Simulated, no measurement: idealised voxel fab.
Process module heading - voxel spacer lines
Pictured: cross-section cut, 225 nm wide, on a grid of 5 nm square cells.
Cross-section layout: square cells on a grid; listed as bands, top to bottom; a band spans one or more cell rows. Band: top height; bottom height; in nm. Then, left to right: material with width in nm, for each material. "everywhere": a single material spanning edge to edge. "blank": empty space. It should be noted that heights are counted from 0, beneath which the wafer as supplied is of one material throughout, and that the lowest band possesses no lower boundary but continues downward, as written in "top 0, no bottom". The width entry "30 to 40" should be interpreted row by row: the top row of cells in the band takes the first number, the bottom row takes the second number, and the change between adjacent rows is uniform throughout. The designation "same as before", where it is given for a processing step, indicates that no cell of the cross-section was altered in the course of that step. The label "Closed empty spaces" introduces a list of the empty spaces, 8 cells or larger, that have no open way up to the top; each entry in it reads width x height at distance, where the distance is taken from the left edge and all three are stated in nm. If you see something after the settings on a step's line, that's the simulator's own remark about that step. overlay nm: where the mask lay relative to plan, measured to the right, on steps with a mask; negatives go left.

## The following list gives the planned process steps
1. RECEIVE,material Si
2. CONFORMAL_DEP,material Al2O3,thk nm 5
3. DIRECTIONAL_DEP,material polySi,thk nm 20
4. DIRECTIONAL_DEP,material aC,thk nm 20
5. PATTERN,tone cover,mask id MANDREL,material resist,width nm 20,pitch nm 70,thk nm 25,overlay nm 0
6. DIRECTIONAL_ETCH,etch materials aC,depth nm 20
7. STRIP,etch materials resist
8. CONFORMAL_DEP,material SiN,thk nm 15
9. DIRECTIONAL_ETCH,etch materials SiN,depth nm 15
10. STRIP,etch materials aC
11. DIRECTIONAL_ETCH,etch materials polySi,depth nm 20
12. STRIP,etch materials SiN

## The cross-section here shows the wafer as received, i.e. in its state after step 1
  top 0, no bottom = Si everywhere
  Closed empty spaces: none

## The first of two wafers, cross-sectioned at the end of the module, with the run proceeding as planned
  top 25, bottom 5 = 15 of blank / 15 of polySi / 20 of blank / 15 of polySi / 20 of blank / 15 of polySi / 20 of blank / 15 of polySi / 20 of blank / 15 of polySi / 20 of blank / 15 of polySi / 20 of blank
  top 5, bottom 0 = Al2O3 everywhere
  top 0, no bottom = Si everywhere
  Closed empty spaces: none

## Second wafer of the two, sectioned at the end of the module. It began like the first and followed the same plan, but one mistake was made while running it
  top 25, bottom 5 = 20 of blank / 15 of polySi / 15 of blank / 15 of polySi / 25 of blank / 15 of polySi / 15 of blank / 15 of polySi / 25 of blank / 15 of polySi / 15 of blank / 15 of polySi / 20 of blank
  top 5, bottom 0 = Al2O3 everywhere
  top 0, no bottom = Si everywhere
  Closed empty spaces: none
Where did the run depart from the plan? not per plan at step 5, really ran PATTERN,tone cover,mask id MANDREL,material resist,width nm 15,pitch nm 70,thk nm 25,overlay nm 0
End check, second vs first wafer: material counts in cells match, positions do not.
